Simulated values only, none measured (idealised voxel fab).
voxel released beams: a process module
Section cut is 290 nm wide and gridded with 5 nm square cells.
Just so we're on the same page, the cross-sections are grids of square cells, and they're listed out in bands top to bottom, each band one or more rows deep.
It is stipulated that each band's entry specify, in nanometres, the height of the top of the band and then that of its bottom, followed by the materials of the band in left-to-right sequence, each together with its width in nanometres. A single material marked by the word "full width" is understood to fill the band from edge to edge; the word "blank" is understood to denote empty space.
Heights are reckoned from 0. Under this level, the received wafer is all of one material. The bottommost band is open-ended downward, for example "from 0 down".
Note: "30..40" means the width goes from the first number (top row of the band) to the second number (bottom row) in equal steps per row of cells.
"no alterations made" means the step left every cell of the cross-section as it was.
Closed-off voids of 8+ cells (no open route to the top) go in "Voids, enclosed", written width x height at distance from the left edge, in nm.
Whatever follows a step's settings on its line is a remark the simulator itself makes about that step.
"overlay nm", when on a step's line for a step with a mask, measures how far to the right of its planned place the mask lay; a negative measure means to the left.

Steps planned for the process:
1) RECEIVE: material Si
2) CONFORMAL_DEP: material SiN, thk nm 10
3) DIRECTIONAL_DEP: material SiO2, thk nm 10
4) MASKED_ETCH: tone open, mask id ANCHOR, width nm 45, etch materials SiO2, depth nm 10, overlay nm 0
5) CONFORMAL_DEP: material polySi, thk nm 15
6) MASKED_ETCH: tone cover, mask id BEAM, width nm 90, etch materials polySi, depth nm 15, overlay nm 0
7) STRIP: etch materials SiO2

The first of two wafers, run as planned:

Shown in cross-section is the wafer as received, that is, as it stands after step 1:
> from 0 down  Si full width
> Voids, enclosed: none

Step 2 done - wafer cross-section:
> from 10 to 0  SiN full width
> Below 0, no change.

Step 3 done - wafer cross-section:
> from 20 to 10  SiO2 full width
> Below 10, no change.

Step 4 done - wafer cross-section:
> from 20 to 10  SiO2 100 nm, then blank 45 nm, then SiO2 145 nm
> Below 10, no change.

Step 5 done - wafer cross-section:
> from 35 to 25  polySi 115 nm, then blank 15 nm, then polySi 160 nm
> from 25 to 20  polySi full width
> from 20 to 10  SiO2 100 nm, then polySi 45 nm, then SiO2 145 nm
> Below 10, no change.

Step 6 done - wafer cross-section:
> from 35 to 25  blank 95 nm, then polySi 20 nm, then blank 15 nm, then polySi 55 nm, then blank 105 nm
> from 25 to 20  blank 95 nm, then polySi 90 nm, then blank 105 nm
> Below 20, no change.

Step 7 done - wafer cross-section:
> from 35 to 25  blank 95 nm, then polySi 20 nm, then blank 15 nm, then polySi 55 nm, then blank 105 nm
> from 25 to 20  blank 95 nm, then polySi 90 nm, then blank 105 nm
> from 20 to 10  blank 100 nm, then polySi 45 nm, then blank 145 nm
> Below 10, no change.

Second wafer. Start and plan as for the first. One mistake made in running. Agrees with the first up to and including step 4:

The second wafer in cross-section, at the planned close of step 5:
> from 50 to 20  polySi full width
> from 20 to 10  SiO2 100 nm, then polySi 45 nm, then SiO2 145 nm
> Below 10, no change.

The second wafer in cross-section, at the planned close of step 6:
> from 50 to 35  blank 95 nm, then polySi 90 nm, then blank 105 nm
> Below 35, no change.

The second wafer in cross-section, at the planned close of step 7: no alterations made
Deviation from plan: step 5 in the plan was executed twice
Final tally in cells, some materials are higher or lower on the second wafer than on the first: +98 SiO2 | +180 polySi
